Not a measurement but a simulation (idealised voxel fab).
process module | voxel quadruple lines
cross-section cut | 300 nm wide | cells 5 nm
A cross-section is a grid of square cells, given in bands from the top down. A band is one or more rows of cells.
Each band's line starts with the height of the band's top and of its bottom, in nm. Then come its materials from left to right, each with its width in nm. One material with "throughout" fills the band from edge to edge. "air" is empty space.
Height 0 is the level under which the wafer as received is all one material. The lowest band goes on downwards, as in "0 down".
A width such as "30 to 40" changes by the same amount from each row of cells to the next, from the band's top row to its bottom row.
"no change" after a step means that no cell of the cross-section changed.
closed voids: empty space of 8 cells or more with no open way to the top, each as width x height at its distance from the left edge, in nm
after a step's settings: what the simulator itself notes on the step
overlay nm, on a step with a mask: how far to the right of its planned place the mask lay; to the left if negative
plan
1 op RECEIVE | material Si
2 op CONFORMAL_DEP | material Al2O3 | thk nm 5
3 op DIRECTIONAL_DEP | material W | thk nm 10
4 op DIRECTIONAL_DEP | material polySi | thk nm 15
5 op DIRECTIONAL_DEP | material aC | thk nm 25
6 op PATTERN | tone cover | mask id MANDREL | material resist | width nm 30 | pitch nm 80 | thk nm 30 | overlay nm 0
7 op DIRECTIONAL_ETCH | etch materials aC | depth nm 25
8 op STRIP | etch materials resist
9 op CONFORMAL_DEP | material SiO2 | thk nm 10
10 op DIRECTIONAL_ETCH | etch materials SiO2 | depth nm 10
11 op STRIP | etch materials aC
12 op DIRECTIONAL_ETCH | etch materials polySi | depth nm 5
13 op STRIP | etch materials SiO2
14 op CONFORMAL_DEP | material SiN | thk nm 10
15 op DIRECTIONAL_ETCH | etch materials SiN | depth nm 10
16 op STRIP | etch materials polySi
17 op DIRECTIONAL_ETCH | etch materials W | depth nm 10
18 op STRIP | etch materials SiN
varied across the wafers: depth nm of step 12. The plan shows the first wafer's value. All wafers start alike
first wafer as received, after step 1
  0 down: Si throughout
  closed voids: none
each wafer at the end: cells of each material gained (+) or lost (-) since it was received, then its closed voids
depth nm 5 | +60 Al2O3 | closed voids: none
depth nm 10 | +60 Al2O3 | closed voids: none
depth nm 15 | +60 Al2O3 | +32 W | closed voids: none
depth nm 20 | +60 Al2O3 | +32 W | closed voids: none
depth nm 25 | +60 Al2O3 | +32 W | closed voids: none
depth nm 30 | +60 Al2O3 | +32 W | closed voids: none
